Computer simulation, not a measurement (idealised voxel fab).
The process module that follows is named voxel trench capacitor.
Cross-section cut spans 165 nm and uses square cells 5 nm in size.
A cross-section is written here as square cells arranged in a grid, and it is given in bands from the top down, each band taking up one or more rows of cells.
First you get the band's top height and its bottom height, in nm, and then the materials it's made of, left to right, with each width in nm. If you see a single material with "all across", that one covers the band edge to edge. "empty" is empty space.
Height reference: 0 = level under which incoming wafer is all one material. Lowest band: no bottom, runs on downward, e.g. "from 0 down".
Width "30..40": first value at the band's top row of cells, second value at its bottom row, equal change from row to row.
Where a step carries "stayed the same", the cross-section came out of it unchanged, cell for cell.
So "Enclosed void listing" is basically the list of trapped voids: any empty space of 8 cells or more that can't reach the top through an opening. They're written width x height at distance, the distance being from the left edge, and it's all nm.
What comes after the settings on a step's line is commentary from the simulator itself on that step.
Among the settings permitted on a step's line is "overlay nm"; applied to a step with a mask, it specifies the extent to which the mask lay to the right of its planned position, whereas a negative figure signifies a position to the left.

The process steps that were planned are listed below:
1,RECEIVE: material Si
2,CONFORMAL_DEP: material SiN, thk nm 10
3,MASKED_ETCH: tone open, mask id TRENCH, width nm 30, pitch nm 50, etch materials SiN, depth nm 10, overlay nm 0
4,MASKED_ETCH: tone open, mask id TRENCH, width nm 30, pitch nm 50, etch materials Si, depth nm 25, overlay nm 0
5,CONFORMAL_DEP: material Al2O3, thk nm 5
6,CONFORMAL_DEP: material TiN, thk nm 5
7,FILL_DEP: material W, thk nm 10
8,CMP: height nm 10

Wafer at receipt (post step 1), cross-section:
* from 0 down  Si all across
* Enclosed void listing: none

The plan above was carried out on the starting structure above with one mistake, and this cross-section shows the wafer at the end of the module:
* from 10 to 5  TiN (10) | Al2O3 (5) | SiN (30) | Al2O3 (5) | TiN (10) | Al2O3 (5) | SiN (30) | Al2O3 (5) | TiN (10) | Al2O3 (5) | SiN (30) | Al2O3 (5) | TiN (15)
* from 5 to 0  Al2O3 (15) | SiN (30) | Al2O3 (20) | SiN (30) | Al2O3 (20) | SiN (30) | Al2O3 (20)
* from 0 down  Si all across
* Enclosed void listing: none
Finding, execution versus plan: note that step 3 departed from the planned setting and was carried out as MASKED_ETCH: tone cover, mask id TRENCH, width nm 30, pitch nm 50, etch materials SiN, depth nm 10, overlay nm 0
